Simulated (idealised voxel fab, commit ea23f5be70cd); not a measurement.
Process module heading - voxel self aligned vias
Square cell edge 5 nm, section width 300 nm, ID cut.
Cross-section format: a grid of square cells, given as bands from top to bottom; each band is one or more rows of cells. Quick guide to a band line: top height, bottom height (nm) up front; then every material left to right with its width in nm. Only one material and it's marked "full width"? Then it fills the band edge to edge. And "air" just means empty space. For the purposes of this specification, 0 denotes the height below which the wafer in its as-received condition is composed wholly of one material, and the lowermost band, lacking a lower limit, extends downward without end, as expressed in "0 -> down". It should be noted that a width expressed as "30 to 40" varies in equal increments from row to row of cells within the band, taking the value of the first number at the top row and that of the second number at the bottom row. "no modifications" for a step: no cell of the cross-section changed in that step. The entry "Enclosed void inventory" lists the empty spaces that cover at least 8 cells and have no open path to the top. Each is written as width x height at distance, where the distance is measured from the left edge and all three values are in nm. Step line, after settings: the simulator's comment on this step. For masked steps, "overlay nm" on the step line gives how far right of plan the mask actually lay; a minus sign means it lay to the left.
**Listed below are the process steps as planned**
1. op RECEIVE | material Si
2. op CONFORMAL_DEP | material SiO2 | thk nm 10
3. op CONFORMAL_DEP | material SiCN | thk nm 5
4. op DIRECTIONAL_DEP | material SiO2 | thk nm 20
5. op MASKED_ETCH | tone open | mask id LINES | width nm 30 | pitch nm 70 | etch materials SiO2 | depth nm 20 | overlay nm 0
6. op CONFORMAL_DEP | material TiN | thk nm 5
7. op FILL_DEP | material Ru | thk nm 10
8. op CMP | height nm 35
9. op SELECTIVE_ETCH | etch materials W Ru TiN | depth nm 5
10. op FILL_DEP | material SiN | thk nm 10
11. op CMP | height nm 35
12. op DIRECTIONAL_DEP | material SiO2 | thk nm 15
13. op MASKED_ETCH | tone open | mask id VIAS | width nm 50 | etch materials SiO2 | depth nm 15 | overlay nm 0
14. op MASKED_ETCH | tone open | mask id VIAS | width nm 50 | etch materials SiN | depth nm 5 | overlay nm -15
15. op CONFORMAL_DEP | material TiN | thk nm 5
16. op FILL_DEP | material W | thk nm 5
17. op CMP | height nm 50
18. op CONFORMAL_DEP | material SiCN | thk nm 5
Wafer-to-wafer difference: overlay nm, step 14. Common start. Plan = first wafer's value.
**This is how the first of several wafers looked in cross-section when it arrived, which is after step 1**
	0 -> down  Si full width
	Enclosed void inventory: none
**Quick look at the cross-section of the first of several wafers after step 18, which wraps up the module**
	55 -> 50  SiCN full width
	50 -> 40  SiO2 (90), then TiN (5), then W (40), then TiN (5), then SiO2 (160)
	40 -> 35  SiO2 (90), then TiN (15), then W (15), then TiN (20), then SiO2 (160)
	35 -> 30  SiO2 (100), then TiN (25), then SiN (5), then SiO2 (40), then SiN (30), then SiO2 (100)
	30 -> 20  SiO2 (100), then TiN (5), then Ru (20), then TiN (5), then SiO2 (40), then TiN (5), then Ru (20), then TiN (5), then SiO2 (100)
	20 -> 15  SiO2 (100), then TiN (30), then SiO2 (40), then TiN (30), then SiO2 (100)
	15 -> 10  SiCN full width
	10 -> 0  SiO2 full width
	0 -> down  Si full width
	Enclosed void inventory: none
**End of module, last wafer sectioned**
	55 -> 50  SiCN full width
	50 -> 40  SiO2 (90), then TiN (5), then W (40), then TiN (5), then SiO2 (160)
	40 -> 35  SiO2 (90), then TiN (20), then W (15), then TiN (15), then SiO2 (160)
	35 -> 30  SiO2 (100), then SiN (5), then TiN (25), then SiO2 (40), then SiN (30), then SiO2 (100)
	30 -> 20  SiO2 (100), then TiN (5), then Ru (20), then TiN (5), then SiO2 (40), then TiN (5), then Ru (20), then TiN (5), then SiO2 (100)
	20 -> 15  SiO2 (100), then TiN (30), then SiO2 (40), then TiN (30), then SiO2 (100)
	15 -> 10  SiCN full width
	10 -> 0  SiO2 full width
	0 -> down  Si full width
	Enclosed void inventory: none
**The rows of the table below are wafers. Looking at the end of the module, a row counts, for every material, the cells the wafer has gained, shown as (+), or lost, shown as (-), since it was received; its closed voids come next**
overlay nm -15; +16 Ru; +120 SiCN; +7 SiN; +462 SiO2; +36 TiN; +19 W; Enclosed void inventory: none
overlay nm -10; +16 Ru; +120 SiCN; +6 SiN; +462 SiO2; +36 TiN; +20 W; Enclosed void inventory: none
overlay nm -5; +16 Ru; +120 SiCN; +6 SiN; +462 SiO2; +36 TiN; +20 W; Enclosed void inventory: none
overlay nm 0; +16 Ru; +120 SiCN; +6 SiN; +462 SiO2; +36 TiN; +20 W; Enclosed void inventory: none
overlay nm 5; +16 Ru; +120 SiCN; +6 SiN; +462 SiO2; +36 TiN; +20 W; Enclosed void inventory: none
overlay nm 10; +16 Ru; +120 SiCN; +6 SiN; +462 SiO2; +36 TiN; +20 W; Enclosed void inventory: none
overlay nm 15; +16 Ru; +120 SiCN; +7 SiN; +462 SiO2; +36 TiN; +19 W; Enclosed void inventory: none
